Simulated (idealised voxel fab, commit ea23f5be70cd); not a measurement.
The document below concerns the process module designated voxel transistor to metal.
The cross-section shown here is cut; it is 185 nm wide and divided into square cells measuring 5 nm on a side.
How to read a cross-section here: the picture is a grid of square cells, written as bands going from the top down, and any band can span one or more rows of cells.
Top, bottom (nm), then materials left to right with widths (nm); lone material tagged "full width" fills the whole band edge to edge; "empty" = empty space.
For the purposes of this specification, 0 denotes the height below which the wafer in its as-received condition is composed wholly of one material, and the lowermost band, lacking a lower limit, extends downward without end, as expressed in "0 down".
Per-row width for "30..40": begins at first number (top row of band), ends at second number (bottom row), increment between rows held constant.
Reading "left unchanged" for a step: not a cell of the cross-section changed in it.
The list in "Closed cavities" covers empty spaces of 8 cells or more that cannot reach the top through any open way, and it gives each as width x height at distance; the distance is from the left edge, and width, height and distance are in nm.
Heads up: the bit after the settings on a step's line is the simulator's remark on that step.
overlay nm: on a step with a mask, how far right of its planned place the mask lay; negative means left.
# The planned process steps are enumerated hereunder
1 RECEIVE: material Si
2 CONFORMAL_DEP: material SiO2, thk nm 5
3 CONFORMAL_DEP: material SiN, thk nm 10
4 DIRECTIONAL_DEP: material aC, thk nm 15
5 PATTERN: tone cover, mask id ACTIVE, material resist, width nm 100, thk nm 30, overlay nm 0
6 DIRECTIONAL_ETCH: etch materials aC, depth nm 15
7 STRIP: etch materials resist
8 DIRECTIONAL_ETCH: etch materials SiN, depth nm 10
9 DIRECTIONAL_ETCH: etch materials SiO2, depth nm 5
10 DIRECTIONAL_ETCH: etch materials Si, depth nm 30
11 STRIP: etch materials aC
12 FILL_DEP: material SiO2, thk nm 15
13 CMP: height nm 15
14 SELECTIVE_ETCH: etch materials SiO2, depth nm 10
15 STRIP: etch materials SiN
16 SELECTIVE_ETCH: etch materials SiO2, depth nm 5
17 OXIDIZE: depth nm 5
18 DIRECTIONAL_DEP: material polySi, thk nm 25
19 DIRECTIONAL_DEP: material SiCN, thk nm 10
20 DIRECTIONAL_DEP: material aC, thk nm 15
21 PATTERN: tone cover, mask id GATE, material resist, width nm 20, thk nm 35, overlay nm 0
22 DIRECTIONAL_ETCH: etch materials aC, depth nm 15
23 STRIP: etch materials resist
24 DIRECTIONAL_ETCH: etch materials SiCN, depth nm 20
25 DIRECTIONAL_ETCH: etch materials polySi, depth nm 35
26 STRIP: etch materials aC
27 CONFORMAL_DEP: material SiN, thk nm 10
28 DIRECTIONAL_ETCH: etch materials SiN, depth nm 10
29 DIRECTIONAL_ETCH: etch materials SiO2, depth nm 5
30 DIRECTIONAL_ETCH: etch materials Si, depth nm 10
31 EPI: material SiGe, thk nm 15
32 FILL_DEP: material SiO2, thk nm 5
33 CMP: height nm 35
34 DIRECTIONAL_DEP: material SiO2, thk nm 10
35 PATTERN: tone open, mask id CONTACT, material resist, width nm 30, pitch nm 60, thk nm 15, overlay nm 0
36 DIRECTIONAL_ETCH: etch materials SiO2, depth nm 45
37 STRIP: etch materials resist
38 CONFORMAL_DEP: material TiN, thk nm 5
39 FILL_DEP: material W, thk nm 10
40 CMP: height nm 45
41 CONFORMAL_DEP: material SiN, thk nm 5
42 DIRECTIONAL_DEP: material SiO2, thk nm 10
43 MASKED_ETCH: tone open, mask id METAL_1, width nm 15, pitch nm 75, etch materials SiO2, depth nm 20, overlay nm 0
44 MASKED_ETCH: tone open, mask id METAL_1, width nm 15, pitch nm 75, etch materials SiN, depth nm 5, overlay nm 0
45 CONFORMAL_DEP: material TiN, thk nm 5
46 FILL_DEP: material Cu, thk nm 10
47 CMP: height nm 70
48 CONFORMAL_DEP: material SiCN, thk nm 5
49 DIRECTIONAL_DEP: material SiO2, thk nm 25
50 PATTERN: tone open, mask id METAL_2, material resist, width nm 15, pitch nm 75, thk nm 15, overlay nm 0
51 DIRECTIONAL_ETCH: etch materials SiO2, depth nm 15
52 STRIP: etch materials resist
53 DIRECTIONAL_DEP: material aC, thk nm 15
54 PATTERN: tone open, mask id METAL_2_HOLES, material resist, width nm 15, pitch nm 75, thk nm 35, overlay nm 0
55 DIRECTIONAL_ETCH: etch materials aC, depth nm 15
56 STRIP: etch materials resist
57 DIRECTIONAL_ETCH: etch materials SiO2, depth nm 10
58 DIRECTIONAL_ETCH: etch materials SiCN, depth nm 5
59 STRIP: etch materials aC
60 CONFORMAL_DEP: material TiN, thk nm 5
61 FILL_DEP: material Cu, thk nm 10
62 CMP: height nm 100
63 CONFORMAL_DEP: material SiN, thk nm 5
Across this set of wafers, the varied parameter is the thk nm of step 42. Starting conditions are identical for every wafer, and the plan reports the value assigned to the first wafer.
# Incoming state of the first of several wafers in cross-section: after step 1
* 0 down  Si full width
* Closed cavities: none
# Per-wafer rows below. For each material: cells gained (+) or lost (-) since the wafer was received, as of end of module. Then: closed voids
thk nm 10 | +53 Cu | -146 Si | +39 SiCN | +50 SiGe | +96 SiN | +508 SiO2 | +119 TiN | +38 W | +20 polySi | Closed cavities: none
thk nm 15 | +18 Cu | -146 Si | +39 SiCN | +50 SiGe | +96 SiN | +539 SiO2 | +123 TiN | +38 W | +20 polySi | Closed cavities: none
thk nm 20 | +18 Cu | -146 Si | +39 SiCN | +50 SiGe | +96 SiN | +570 SiO2 | +92 TiN | +38 W | +20 polySi | Closed cavities: none
thk nm 25 | +14 Cu | -146 Si | +39 SiCN | +50 SiGe | +102 SiN | +576 SiO2 | +84 TiN | +38 W | +20 polySi | Closed cavities: none
thk nm 30 | +12 Cu | -146 Si | +39 SiCN | +50 SiGe | +102 SiN | +582 SiO2 | +80 TiN | +38 W | +20 polySi | Closed cavities: none
thk nm 35 | +10 Cu | -146 Si | +39 SiCN | +50 SiGe | +102 SiN | +588 SiO2 | +76 TiN | +38 W | +20 polySi | Closed cavities: none
